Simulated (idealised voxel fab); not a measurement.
Presented below is a process module, voxel spacer lines.
Cross-sectional view cut (width: 220 nm; square cell size: 5 nm).
Heads up, the way a cross-section reads in here is a grid of square cells, handed over as bands from the top down, with every band being one or more rows of cells. Heads up on the band format: heights come first, top then bottom, in nm. After that it's the materials left to right, each with its width in nm. A single material flagged "full width" fills the whole band edge to edge, and "empty" means there's empty space there. For the purposes of this specification, 0 denotes the height below which the wafer in its as-received condition is composed wholly of one material, and the lowermost band, lacking a lower limit, extends downward without end, as expressed in "z 0 and below". With a width like "30->40", each row of cells in the band differs from the next by the same amount, the top row carrying the first number and the bottom row the second. The designation "no modifications", where it is given for a processing step, indicates that no cell of the cross-section was altered in the course of that step. So "Fully sealed cavities" is basically the list of trapped voids: any empty space of 8 cells or more that can't reach the top through an opening. They're written width x height at distance, the distance being from the left edge, and it's all nm. Heads up: the bit after the settings on a step's line is the simulator's remark on that step. overlay nm: for a step with a mask, the amount by which the mask lay right of where it was planned; a negative amount means left of it.
### The steps planned for the process are as follows
- 1: op RECEIVE | material Si
- 2: op CONFORMAL_DEP | material Al2O3 | thk nm 5
- 3: op DIRECTIONAL_DEP | material SiN | thk nm 15
- 4: op DIRECTIONAL_DEP | material polySi | thk nm 25
- 5: op PATTERN | tone cover | mask id MANDREL | material resist | width nm 20 | pitch nm 70 | thk nm 35 | overlay nm 0
- 6: op DIRECTIONAL_ETCH | etch materials polySi | depth nm 25
- 7: op STRIP | etch materials resist
- 8: op CONFORMAL_DEP | material SiO2 | thk nm 15
- 9: op DIRECTIONAL_ETCH | etch materials SiO2 | depth nm 15
- 10: op STRIP | etch materials polySi
- 11: op DIRECTIONAL_ETCH | etch materials SiN | depth nm 15
- 12: op STRIP | etch materials SiO2
- 13: op FILL_DEP | material lowk | thk nm 10
- 14: op CMP | height nm 20
### Concerning the first of two wafers, which was run in accordance with the plan
### As-received wafer cross-section (after step 1)
* z 0 and below | Si full width
* Fully sealed cavities: none
### Take a look at the wafer's cross-section after step 2
* z 5 to 0 | Al2O3 full width
* No changes below 0.
### Take a look at the wafer's cross-section after step 3
* z 20 to 5 | SiN full width
* No changes below 5.
### Take a look at the wafer's cross-section after step 4
* z 45 to 20 | polySi full width
* No changes below 20.
### Take a look at the wafer's cross-section after step 5
* z 80 to 45 | empty: 65  resist: 20  empty: 50  resist: 20  empty: 65
* No changes below 45.
### Take a look at the wafer's cross-section after step 6
* z 80 to 45 | empty: 65  resist: 20  empty: 50  resist: 20  empty: 65
* z 45 to 20 | empty: 65  polySi: 20  empty: 50  polySi: 20  empty: 65
* No changes below 20.
### Take a look at the wafer's cross-section after step 7
* z 45 to 20 | empty: 65  polySi: 20  empty: 50  polySi: 20  empty: 65
* No changes below 20.
### Take a look at the wafer's cross-section after step 8
* z 60 to 45 | empty: 50  SiO2: 50  empty: 20  SiO2: 50  empty: 50
* z 45 to 35 | empty: 50  SiO2: 15  polySi: 20  SiO2: 15  empty: 20  SiO2: 15  polySi: 20  SiO2: 15  empty: 50
* z 35 to 20 | SiO2: 65  polySi: 20  SiO2: 50  polySi: 20  SiO2: 65
* No changes below 20.
### Take a look at the wafer's cross-section after step 9
* z 45 to 20 | empty: 50  SiO2: 15  polySi: 20  SiO2: 15  empty: 20  SiO2: 15  polySi: 20  SiO2: 15  empty: 50
* No changes below 20.
### Take a look at the wafer's cross-section after step 10
* z 45 to 20 | empty: 50  SiO2: 15  empty: 20  SiO2: 15  empty: 20  SiO2: 15  empty: 20  SiO2: 15  empty: 50
* No changes below 20.
### Take a look at the wafer's cross-section after step 11
* z 45 to 20 | empty: 50  SiO2: 15  empty: 20  SiO2: 15  empty: 20  SiO2: 15  empty: 20  SiO2: 15  empty: 50
* z 20 to 5 | empty: 50  SiN: 15  empty: 20  SiN: 15  empty: 20  SiN: 15  empty: 20  SiN: 15  empty: 50
* No changes below 5.
### Take a look at the wafer's cross-section after step 12
* z 20 to 5 | empty: 50  SiN: 15  empty: 20  SiN: 15  empty: 20  SiN: 15  empty: 20  SiN: 15  empty: 50
* No changes below 5.
### Take a look at the wafer's cross-section after step 13
* z 30 to 20 | lowk full width
* z 20 to 5 | lowk: 50  SiN: 15  lowk: 20  SiN: 15  lowk: 20  SiN: 15  lowk: 20  SiN: 15  lowk: 50
* No changes below 5.
### Take a look at the wafer's cross-section after step 14
* z 20 to 5 | lowk: 50  SiN: 15  lowk: 20  SiN: 15  lowk: 20  SiN: 15  lowk: 20  SiN: 15  lowk: 50
* No changes below 5.
### Wafer two: like wafer one in start and plan, but with one mistake in execution; identical up to and including step 1
### Cross-section of the second wafer when, according to plan, step 2 should have finished
* z 5 to 0 | lowk full width
* No changes below 0.
### Cross-section of the second wafer when, according to plan, step 3 should have finished
* z 20 to 5 | SiN full width
* No changes below 5.
### Cross-section of the second wafer when, according to plan, step 4 should have finished
* z 45 to 20 | polySi full width
* No changes below 20.
### Cross-section of the second wafer when, according to plan, step 5 should have finished
* z 80 to 45 | empty: 65  resist: 20  empty: 50  resist: 20  empty: 65
* No changes below 45.
### Cross-section of the second wafer when, according to plan, step 6 should have finished
* z 80 to 45 | empty: 65  resist: 20  empty: 50  resist: 20  empty: 65
* z 45 to 20 | empty: 65  polySi: 20  empty: 50  polySi: 20  empty: 65
* No changes below 20.
### Cross-section of the second wafer when, according to plan, step 7 should have finished
* z 45 to 20 | empty: 65  polySi: 20  empty: 50  polySi: 20  empty: 65
* No changes below 20.
### Cross-section of the second wafer when, according to plan, step 8 should have finished
* z 60 to 45 | empty: 50  SiO2: 50  empty: 20  SiO2: 50  empty: 50
* z 45 to 35 | empty: 50  SiO2: 15  polySi: 20  SiO2: 15  empty: 20  SiO2: 15  polySi: 20  SiO2: 15  empty: 50
* z 35 to 20 | SiO2: 65  polySi: 20  SiO2: 50  polySi: 20  SiO2: 65
* No changes below 20.
### Cross-section of the second wafer when, according to plan, step 9 should have finished
* z 45 to 20 | empty: 50  SiO2: 15  polySi: 20  SiO2: 15  empty: 20  SiO2: 15  polySi: 20  SiO2: 15  empty: 50
* No changes below 20.
### Cross-section of the second wafer when, according to plan, step 10 should have finished
* z 45 to 20 | empty: 50  SiO2: 15  empty: 20  SiO2: 15  empty: 20  SiO2: 15  empty: 20  SiO2: 15  empty: 50
* No changes below 20.
### Cross-section of the second wafer when, according to plan, step 11 should have finished
* z 45 to 20 | empty: 50  SiO2: 15  empty: 20  SiO2: 15  empty: 20  SiO2: 15  empty: 20  SiO2: 15  empty: 50
* z 20 to 5 | empty: 50  SiN: 15  empty: 20  SiN: 15  empty: 20  SiN: 15  empty: 20  SiN: 15  empty: 50
* No changes below 5.
### Cross-section of the second wafer when, according to plan, step 12 should have finished
* z 20 to 5 | empty: 50  SiN: 15  empty: 20  SiN: 15  empty: 20  SiN: 15  empty: 20  SiN: 15  empty: 50
* No changes below 5.
### Cross-section of the second wafer when, according to plan, step 13 should have finished
* z 30 to 20 | lowk full width
* z 20 to 5 | lowk: 50  SiN: 15  lowk: 20  SiN: 15  lowk: 20  SiN: 15  lowk: 20  SiN: 15  lowk: 50
* No changes below 5.
### Cross-section of the second wafer when, according to plan, step 14 should have finished
* z 20 to 5 | lowk: 50  SiN: 15  lowk: 20  SiN: 15  lowk: 20  SiN: 15  lowk: 20  SiN: 15  lowk: 50
* No changes below 5.
It is concluded that the wafer was processed incorrectly with respect to the plan, in that rather than as planned, step 2 actually ran as op CONFORMAL_DEP | material lowk | thk nm 5
In the final state, the cell counts of the second wafer exceed or fall short of those of the first for the following materials: Al2O3 -44; lowk +44
